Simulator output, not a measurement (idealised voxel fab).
process module | voxel wiring stack
cross-section cut | 155 nm wide | cells 5 nm
A cross-section is a grid of square cells, given in bands from the top down. A band is one or more rows of cells.
Each band's line starts with the height of the band's top and of its bottom, in nm. Then come its materials from left to right, each with its width in nm. One material with "throughout" fills the band from edge to edge. "air" is empty space.
Height 0 is the level under which the wafer as received is all one material. The lowest band goes on downwards, as in "0 down".
A width such as "30 to 40" changes by the same amount from each row of cells to the next, from the band's top row to its bottom row.
"no change" after a step means that no cell of the cross-section changed.
closed voids: empty space of 8 cells or more with no open way to the top, each as width x height at its distance from the left edge, in nm
after a step's settings: what the simulator itself notes on the step
overlay nm, on a step with a mask: how far to the right of its planned place the mask lay; to the left if negative
plan
1 op RECEIVE | material Si
2 op CONFORMAL_DEP | material SiO2 | thk nm 10
3 op DIRECTIONAL_DEP | material TiN | thk nm 5
4 op DIRECTIONAL_DEP | material Ru | thk nm 25
5 op PATTERN | tone cover | mask id METAL_1 | material resist | width nm 30 | pitch nm 45 | thk nm 20 | overlay nm 0
6 op DIRECTIONAL_ETCH | etch materials Ru | depth nm 25
7 op DIRECTIONAL_ETCH | etch materials TiN | depth nm 5
8 op STRIP | etch materials resist
9 op CONFORMAL_DEP | material SiN | thk nm 5
10 op FILL_DEP | material SiO2 | thk nm 5
11 op CMP | height nm 40
12 op CONFORMAL_DEP | material SiCN | thk nm 5
13 op DIRECTIONAL_DEP | material SiO2 | thk nm 30
14 op DIRECTIONAL_DEP | material aC | thk nm 10
15 op PATTERN | tone open | mask id METAL_2_HOLES | material resist | width nm 15 | pitch nm 45 | thk nm 25 | overlay nm 0
16 op DIRECTIONAL_ETCH | etch materials aC | depth nm 10
17 op STRIP | etch materials resist
18 op DIRECTIONAL_ETCH | etch materials SiO2 | depth nm 30
19 op STRIP | etch materials aC
20 op DIRECTIONAL_DEP | material aC | thk nm 15
21 op PATTERN | tone open | mask id METAL_2 | material resist | width nm 30 | pitch nm 45 | thk nm 35 | overlay nm 0
22 op DIRECTIONAL_ETCH | etch materials aC | depth nm 15
23 op STRIP | etch materials resist
24 op DIRECTIONAL_ETCH | etch materials SiO2 | depth nm 15
25 op DIRECTIONAL_ETCH | etch materials SiCN | depth nm 5
26 op STRIP | etch materials aC
27 op CONFORMAL_DEP | material TiN | thk nm 5
28 op FILL_DEP | material Cu | thk nm 5
29 op CMP | height nm 75
30 op CONFORMAL_DEP | material SiCN | thk nm 5
31 op DIRECTIONAL_DEP | material lowk | thk nm 10
32 op DIRECTIONAL_DEP | material aC | thk nm 15
33 op PATTERN | tone open | mask id PLUG_2 | material resist | width nm 15 | pitch nm 45 | thk nm 30 | overlay nm 0
34 op DIRECTIONAL_ETCH | etch materials aC | depth nm 15
35 op STRIP | etch materials resist
36 op DIRECTIONAL_ETCH | etch materials lowk | depth nm 10
37 op DIRECTIONAL_ETCH | etch materials SiCN | depth nm 5
38 op STRIP | etch materials aC
39 op CONFORMAL_DEP | material TiN | thk nm 5
40 op FILL_DEP | material Cu | thk nm 5
41 op CMP | height nm 90
42 op DIRECTIONAL_DEP | material TiN | thk nm 5
43 op DIRECTIONAL_DEP | material W | thk nm 20
44 op DIRECTIONAL_DEP | material aC | thk nm 15
45 op PATTERN | tone cover | mask id METAL_3 | material resist | width nm 30 | pitch nm 45 | thk nm 30 | overlay nm 0
46 op DIRECTIONAL_ETCH | etch materials aC | depth nm 15
47 op STRIP | etch materials resist
48 op DIRECTIONAL_ETCH | etch materials W | depth nm 20
49 op DIRECTIONAL_ETCH | etch materials TiN | depth nm 5
50 op STRIP | etch materials aC
51 op CONFORMAL_DEP | material SiN | thk nm 5
52 op FILL_DEP | material lowk | thk nm 5
53 op CMP | height nm 115
54 op CONFORMAL_DEP | material SiN | thk nm 5
varied across the wafers: thk nm of step 9. The plan shows the first wafer's value. All wafers start alike
first wafer as received, after step 1
  0 down: Si throughout
  closed voids: none
first wafer at the end, after step 54
  120 to 115: SiN throughout
  115 to 95: lowk 10 | SiN 5 | W 30 | SiN 5 | lowk 5 | SiN 5 | W 30 | SiN 5 | lowk 5 | SiN 5 | W 30 | SiN 5 | lowk 15
  95 to 90: SiN 15 | TiN 30 | SiN 15 | TiN 30 | SiN 15 | TiN 30 | SiN 20
  90 to 80: lowk 15 | TiN 5 | Cu 5 | TiN 5 | lowk 30 | TiN 5 | Cu 5 | TiN 5 | lowk 30 | TiN 5 | Cu 5 | TiN 5 | lowk 35
  80 to 75: SiCN 15 | TiN 15 | SiCN 30 | TiN 15 | SiCN 30 | TiN 15 | SiCN 35
  75 to 65: SiO2 15 | TiN 5 | Cu 20 | TiN 5 | SiO2 15 | TiN 5 | Cu 20 | TiN 5 | SiO2 15 | TiN 5 | Cu 20 | TiN 5 | SiO2 20
  65 to 60: SiO2 15 | TiN 5 | Cu 5 | TiN 20 | SiO2 15 | TiN 5 | Cu 5 | TiN 20 | SiO2 15 | TiN 5 | Cu 5 | TiN 20 | SiO2 20
  60 to 45: SiO2 15 | TiN 5 | Cu 5 | TiN 5 | SiO2 30 | TiN 5 | Cu 5 | TiN 5 | SiO2 30 | TiN 5 | Cu 5 | TiN 5 | SiO2 35
  45 to 40: SiCN 15 | TiN 15 | SiCN 30 | TiN 15 | SiCN 30 | TiN 15 | SiCN 35
  40 to 15: SiO2 10 | SiN 5 | Ru 30 | SiN 5 | SiO2 5 | SiN 5 | Ru 30 | SiN 5 | SiO2 5 | SiN 5 | Ru 30 | SiN 5 | SiO2 15
  15 to 10: SiN 15 | TiN 30 | SiN 15 | TiN 30 | SiN 15 | TiN 30 | SiN 20
  10 to 0: SiO2 throughout
  0 down: Si throughout
  closed voids: none
last wafer at the end
  120 to 115: SiN throughout
  115 to 95: lowk 10 | SiN 5 | W 30 | SiN 5 | lowk 5 | SiN 5 | W 30 | SiN 5 | lowk 5 | SiN 5 | W 30 | SiN 5 | lowk 15
  95 to 90: SiN 15 | TiN 30 | SiN 15 | TiN 30 | SiN 15 | TiN 30 | SiN 20
  90 to 80: lowk 15 | TiN 5 | Cu 5 | TiN 5 | lowk 30 | TiN 5 | Cu 5 | TiN 5 | lowk 30 | TiN 5 | Cu 5 | TiN 5 | lowk 35
  80 to 75: SiCN 15 | TiN 15 | SiCN 30 | TiN 15 | SiCN 30 | TiN 15 | SiCN 35
  75 to 65: SiO2 15 | TiN 5 | Cu 20 | TiN 5 | SiO2 15 | TiN 5 | Cu 20 | TiN 5 | SiO2 15 | TiN 5 | Cu 20 | TiN 5 | SiO2 20
  65 to 60: SiO2 15 | TiN 5 | Cu 5 | TiN 20 | SiO2 15 | TiN 5 | Cu 5 | TiN 20 | SiO2 15 | TiN 5 | Cu 5 | TiN 20 | SiO2 20
  60 to 45: SiO2 15 | TiN 5 | Cu 5 | TiN 5 | SiO2 30 | TiN 5 | Cu 5 | TiN 5 | SiO2 30 | TiN 5 | Cu 5 | TiN 5 | SiO2 35
  45 to 40: SiCN 15 | TiN 15 | SiCN 30 | TiN 15 | SiCN 30 | TiN 15 | SiCN 35
  40 to 15: SiN 15 | Ru 30 | SiN 15 | Ru 30 | SiN 15 | Ru 30 | SiN 20
  15 to 10: SiN 15 | TiN 30 | SiN 15 | TiN 30 | SiN 15 | TiN 30 | SiN 20
  10 to 0: SiO2 throughout
  0 down: Si throughout
  closed voids: none
each wafer at the end: cells of each material gained (+) or lost (-) since it was received, then its closed voids
thk nm 5 | +42 Cu | +90 Ru | +44 SiCN | +111 SiN | +202 SiO2 | +111 TiN | +72 W | +72 lowk | closed voids: none
thk nm 10 | +42 Cu | +90 Ru | +44 SiCN | +134 SiN | +179 SiO2 | +111 TiN | +72 W | +72 lowk | closed voids: none
thk nm 15 | +42 Cu | +90 Ru | +44 SiCN | +143 SiN | +170 SiO2 | +111 TiN | +72 W | +72 lowk | closed voids: none
thk nm 20 | +42 Cu | +90 Ru | +44 SiCN | +146 SiN | +167 SiO2 | +111 TiN | +72 W | +72 lowk | closed voids: none
